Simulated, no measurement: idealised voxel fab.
process module | voxel gate over fins
cross-section cut | 295 nm wide | cells 5 nm
A cross-section is a grid of square cells, given in bands from the top down. A band is one or more rows of cells.
Each band's line starts with the height of the band's top and of its bottom, in nm. Then come its materials from left to right, each with its width in nm. One material with "throughout" fills the band from edge to edge. "air" is empty space.
Height 0 is the level under which the wafer as received is all one material. The lowest band goes on downwards, as in "0 down".
A width such as "30 to 40" changes by the same amount from each row of cells to the next, from the band's top row to its bottom row.
"no change" after a step means that no cell of the cross-section changed.
closed voids: empty space of 8 cells or more with no open way to the top, each as width x height at its distance from the left edge, in nm
after a step's settings: what the simulator itself notes on the step
overlay nm, on a step with a mask: how far to the right of its planned place the mask lay; to the left if negative
plan
1 op RECEIVE | material Si
2 op CONFORMAL_DEP | material SiN | thk nm 10
3 op MASKED_ETCH | tone cover | mask id FINS | width nm 15 | pitch nm 55 | etch materials SiN | depth nm 10 | overlay nm 0
4 op MASKED_ETCH | tone cover | mask id FINS | width nm 15 | pitch nm 55 | etch materials Si | depth nm 35 | overlay nm 0
5 op FILL_DEP | material SiO2 | thk nm 10
6 op CMP | height nm 10
7 op PATTERN | tone open | mask id RAIL | material resist | width nm 15 | thk nm 15 | overlay nm 0
8 op DIRECTIONAL_ETCH | etch materials SiO2 | depth nm 40
9 op STRIP | etch materials resist
10 op CONFORMAL_DEP | material TiN | thk nm 5
11 op FILL_DEP | material Ru | thk nm 5
12 op CMP | height nm 10
13 op SELECTIVE_ETCH | etch materials W Ru TiN | depth nm 30
14 op FILL_DEP | material SiO2 | thk nm 5
15 op CMP | height nm 10
16 op SELECTIVE_ETCH | etch materials SiO2 | depth nm 25
17 op STRIP | etch materials SiN
18 op CONFORMAL_DEP | material HfO2 | thk nm 5
19 op CONFORMAL_DEP | material TiN | thk nm 5
20 op FILL_DEP | material W | thk nm 10
21 op CMP | height nm 15
22 op CONFORMAL_DEP | material SiCN | thk nm 10
as received, after step 1
  0 down: Si throughout
  closed voids: none
first wafer at the end, as planned
  25 to 15: SiCN throughout
  15 to 10: W throughout
  10 to 5: W 100 | TiN 35 | W 20 | TiN 35 | W 105
  5 to 0: W 100 | TiN 5 | HfO2 25 | TiN 5 | W 20 | TiN 5 | HfO2 25 | TiN 5 | W 105
  0 to -5: W 100 | TiN 5 | HfO2 5 | Si 15 | HfO2 5 | TiN 5 | W 20 | TiN 5 | HfO2 5 | Si 15 | HfO2 5 | TiN 5 | W 105
  -5 to -10: TiN 105 | HfO2 5 | Si 15 | HfO2 5 | TiN 30 | HfO2 5 | Si 15 | HfO2 5 | TiN 110
  -10 to -15: HfO2 110 | Si 15 | HfO2 40 | Si 15 | HfO2 115
  -15 to -20: SiO2 110 | Si 15 | SiO2 40 | Si 15 | SiO2 115
  -20 to -25: SiO2 110 | Si 15 | SiO2 10 | TiN 5 | Ru 5 | TiN 5 | SiO2 15 | Si 15 | SiO2 115
  -25 to -30: SiO2 110 | Si 15 | SiO2 10 | TiN 15 | SiO2 15 | Si 15 | SiO2 115
  -30 to -35: SiO2 110 | Si 15 | SiO2 40 | Si 15 | SiO2 115
  -35 down: Si throughout
  closed voids: none
second wafer at the end: like start, like plan, one mistake
  20 to 10: SiCN throughout
  10 to 5: W 100 | TiN 35 | W 20 | TiN 35 | W 105
  5 to 0: W 100 | TiN 5 | HfO2 25 | TiN 5 | W 20 | TiN 5 | HfO2 25 | TiN 5 | W 105
  0 to -5: W 100 | TiN 5 | HfO2 5 | Si 15 | HfO2 5 | TiN 5 | W 20 | TiN 5 | HfO2 5 | Si 15 | HfO2 5 | TiN 5 | W 105
  -5 to -10: TiN 105 | HfO2 5 | Si 15 | HfO2 5 | TiN 30 | HfO2 5 | Si 15 | HfO2 5 | TiN 110
  -10 to -15: HfO2 110 | Si 15 | HfO2 40 | Si 15 | HfO2 115
  -15 to -20: SiO2 110 | Si 15 | SiO2 40 | Si 15 | SiO2 115
  -20 to -25: SiO2 110 | Si 15 | SiO2 10 | TiN 5 | Ru 5 | TiN 5 | SiO2 15 | Si 15 | SiO2 115
  -25 to -30: SiO2 110 | Si 15 | SiO2 10 | TiN 15 | SiO2 15 | Si 15 | SiO2 115
  -30 to -35: SiO2 110 | Si 15 | SiO2 40 | Si 15 | SiO2 115
  -35 down: Si throughout
  closed voids: none
what went wrong: step 21 ran as: op CMP | height nm 10
at the end the second wafer has, in cells: 59 fewer of W
